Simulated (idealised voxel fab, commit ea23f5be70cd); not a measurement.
process module | voxel gate over fins
cross-section cut | 190 nm wide | cells 5 nm
A cross-section is a grid of square cells, given in bands from the top down. A band is one or more rows of cells.
Each band's line starts with the height of the band's top and of its bottom, in nm. Then come its materials from left to right, each with its width in nm. One material with "throughout" fills the band from edge to edge. "air" is empty space.
Height 0 is the level under which the wafer as received is all one material. The lowest band goes on downwards, as in "0 down".
A width such as "30 to 40" changes by the same amount from each row of cells to the next, from the band's top row to its bottom row.
"no change" after a step means that no cell of the cross-section changed.
closed voids: empty space of 8 cells or more with no open way to the top, each as width x height at its distance from the left edge, in nm
after a step's settings: what the simulator itself notes on the step
overlay nm, on a step with a mask: how far to the right of its planned place the mask lay; to the left if negative
plan
1 op RECEIVE | material Si
2 op CONFORMAL_DEP | material SiN | thk nm 10
3 op MASKED_ETCH | tone cover | mask id FINS | width nm 15 | pitch nm 50 | etch materials SiN | depth nm 10 | overlay nm 0
4 op MASKED_ETCH | tone cover | mask id FINS | width nm 15 | pitch nm 50 | etch materials Si | depth nm 35 | overlay nm 0
5 op OXIDIZE | depth nm 5
6 op FILL_DEP | material SiO2 | thk nm 15
7 op CMP | height nm 10
8 op PATTERN | tone open | mask id RAIL | material resist | width nm 15 | thk nm 15 | overlay nm 0
9 op DIRECTIONAL_ETCH | etch materials SiO2 | depth nm 40
10 op STRIP | etch materials resist
11 op CONFORMAL_DEP | material TiN | thk nm 5
12 op FILL_DEP | material Ru | thk nm 10
13 op CMP | height nm 10
14 op SELECTIVE_ETCH | etch materials W Ru TiN | depth nm 30
15 op FILL_DEP | material SiO2 | thk nm 5
16 op CMP | height nm 10
17 op SELECTIVE_ETCH | etch materials SiO2 | depth nm 25
18 op STRIP | etch materials SiN
19 op CONFORMAL_DEP | material HfO2 | thk nm 5
20 op CONFORMAL_DEP | material TiN | thk nm 5
21 op CONFORMAL_DEP | material TiAl | thk nm 5
22 op CONFORMAL_DEP | material TiN | thk nm 5
23 op FILL_DEP | material W | thk nm 10
24 op CMP | height nm 25
25 op CONFORMAL_DEP | material SiN | thk nm 5
first wafer, as planned
as received, after step 1
  0 down: Si throughout
  closed voids: none
after step 2
  10 to 0: SiN throughout
  below 0: unchanged
after step 3
  10 to 0: air 60 | SiN 15 | air 35 | SiN 15 | air 65
  below 0: unchanged
after step 4
  10 to 0: air 60 | SiN 15 | air 35 | SiN 15 | air 65
  0 to -35: air 60 | Si 15 | air 35 | Si 15 | air 65
  below -35: unchanged
after step 5
  10 to 0: air 60 | SiN 15 | air 35 | SiN 15 | air 65
  0 to -35: air 60 | SiO2 5 | Si 5 | SiO2 5 | air 35 | SiO2 5 | Si 5 | SiO2 5 | air 65
  -35 to -40: SiO2 65 | Si 5 | SiO2 45 | Si 5 | SiO2 70
  below -40: unchanged
after step 6
  25 to 10: SiO2 throughout
  10 to 0: SiO2 60 | SiN 15 | SiO2 35 | SiN 15 | SiO2 65
  0 to -40: SiO2 65 | Si 5 | SiO2 45 | Si 5 | SiO2 70
  below -40: unchanged
after step 7
  10 to 0: SiO2 60 | SiN 15 | SiO2 35 | SiN 15 | SiO2 65
  below 0: unchanged
after step 8
  25 to 10: resist 85 | air 15 | resist 90
  below 10: unchanged
after step 9
  25 to 10: resist 85 | air 15 | resist 90
  10 to 0: SiO2 60 | SiN 15 | SiO2 10 | air 15 | SiO2 10 | SiN 15 | SiO2 65
  0 to -30: SiO2 65 | Si 5 | SiO2 15 | air 15 | SiO2 15 | Si 5 | SiO2 70
  below -30: unchanged
after step 10
  10 to 0: SiO2 60 | SiN 15 | SiO2 10 | air 15 | SiO2 10 | SiN 15 | SiO2 65
  below 0: unchanged
after step 11
  15 to 10: TiN 90 | air 5 | TiN 95
  10 to 0: SiO2 60 | SiN 15 | SiO2 10 | TiN 5 | air 5 | TiN 5 | SiO2 10 | SiN 15 | SiO2 65
  0 to -25: SiO2 65 | Si 5 | SiO2 15 | TiN 5 | air 5 | TiN 5 | SiO2 15 | Si 5 | SiO2 70
  -25 to -30: SiO2 65 | Si 5 | SiO2 15 | TiN 15 | SiO2 15 | Si 5 | SiO2 70
  below -30: unchanged
after step 12
  25 to 15: Ru throughout
  15 to 10: TiN 90 | Ru 5 | TiN 95
  10 to 0: SiO2 60 | SiN 15 | SiO2 10 | TiN 5 | Ru 5 | TiN 5 | SiO2 10 | SiN 15 | SiO2 65
  0 to -25: SiO2 65 | Si 5 | SiO2 15 | TiN 5 | Ru 5 | TiN 5 | SiO2 15 | Si 5 | SiO2 70
  below -25: unchanged
after step 13
  10 to 0: SiO2 60 | SiN 15 | SiO2 10 | TiN 5 | Ru 5 | TiN 5 | SiO2 10 | SiN 15 | SiO2 65
  below 0: unchanged
after step 14
  10 to 0: SiO2 60 | SiN 15 | SiO2 10 | air 15 | SiO2 10 | SiN 15 | SiO2 65
  0 to -20: SiO2 65 | Si 5 | SiO2 15 | air 15 | SiO2 15 | Si 5 | SiO2 70
  below -20: unchanged
after step 15
  15 to 10: SiO2 throughout
  10 to 0: SiO2 60 | SiN 15 | SiO2 35 | SiN 15 | SiO2 65
  0 to -20: SiO2 65 | Si 5 | SiO2 45 | Si 5 | SiO2 70
  below -20: unchanged
after step 16
  10 to 0: SiO2 60 | SiN 15 | SiO2 35 | SiN 15 | SiO2 65
  below 0: unchanged
after step 17
  10 to 0: air 60 | SiN 15 | air 35 | SiN 15 | air 65
  0 to -15: air 65 | Si 5 | air 45 | Si 5 | air 70
  below -15: unchanged
after step 18
  0 to -15: air 65 | Si 5 | air 45 | Si 5 | air 70
  below -15: unchanged
after step 19
  5 to 0: air 60 | HfO2 15 | air 35 | HfO2 15 | air 65
  0 to -10: air 60 | HfO2 5 | Si 5 | HfO2 5 | air 35 | HfO2 5 | Si 5 | HfO2 5 | air 65
  -10 to -15: HfO2 65 | Si 5 | HfO2 45 | Si 5 | HfO2 70
  below -15: unchanged
after step 20
  10 to 5: air 55 | TiN 25 | air 25 | TiN 25 | air 60
  5 to 0: air 55 | TiN 5 | HfO2 15 | TiN 5 | air 25 | TiN 5 | HfO2 15 | TiN 5 | air 60
  0 to -5: air 55 | TiN 5 | HfO2 5 | Si 5 | HfO2 5 | TiN 5 | air 25 | TiN 5 | HfO2 5 | Si 5 | HfO2 5 | TiN 5 | air 60
  -5 to -10: TiN 60 | HfO2 5 | Si 5 | HfO2 5 | TiN 35 | HfO2 5 | Si 5 | HfO2 5 | TiN 65
  below -10: unchanged
after step 21
  15 to 10: air 50 | TiAl 35 | air 15 | TiAl 35 | air 55
  10 to 5: air 50 | TiAl 5 | TiN 25 | TiAl 5 | air 15 | TiAl 5 | TiN 25 | TiAl 5 | air 55
  5 to 0: air 50 | TiAl 5 | TiN 5 | HfO2 15 | TiN 5 | TiAl 5 | air 15 | TiAl 5 | TiN 5 | HfO2 15 | TiN 5 | TiAl 5 | air 55
  0 to -5: TiAl 55 | TiN 5 | HfO2 5 | Si 5 | HfO2 5 | TiN 5 | TiAl 25 | TiN 5 | HfO2 5 | Si 5 | HfO2 5 | TiN 5 | TiAl 60
  below -5: unchanged
after step 22
  20 to 15: air 45 | TiN 45 | air 5 | TiN 45 | air 50
  15 to 10: air 45 | TiN 5 | TiAl 35 | TiN 5 | air 5 | TiN 5 | TiAl 35 | TiN 5 | air 50
  10 to 5: air 45 | TiN 5 | TiAl 5 | TiN 25 | TiAl 5 | TiN 5 | air 5 | TiN 5 | TiAl 5 | TiN 25 | TiAl 5 | TiN 5 | air 50
  5 to 0: TiN 50 | TiAl 5 | TiN 5 | HfO2 15 | TiN 5 | TiAl 5 | TiN 15 | TiAl 5 | TiN 5 | HfO2 15 | TiN 5 | TiAl 5 | TiN 55
  below 0: unchanged
after step 23
  30 to 20: W throughout
  20 to 15: W 45 | TiN 45 | W 5 | TiN 45 | W 50
  15 to 10: W 45 | TiN 5 | TiAl 35 | TiN 5 | W 5 | TiN 5 | TiAl 35 | TiN 5 | W 50
  10 to 5: W 45 | TiN 5 | TiAl 5 | TiN 25 | TiAl 5 | TiN 5 | W 5 | TiN 5 | TiAl 5 | TiN 25 | TiAl 5 | TiN 5 | W 50
  below 5: unchanged
after step 24
  25 to 20: W throughout
  below 20: unchanged
after step 25
  30 to 25: SiN throughout
  below 25: unchanged
second wafer: like start, like plan, one mistake. Through step 23 it matches the first wafer
when step 24 should have ended
  20 to 15: W 45 | TiN 45 | W 5 | TiN 45 | W 50
  below 15: unchanged
when step 25 should have ended
  25 to 20: SiN throughout
  below 20: unchanged
what went wrong: step 24 ran as: op CMP | height nm 20
at the end the second wafer has, in cells: 38 fewer of W
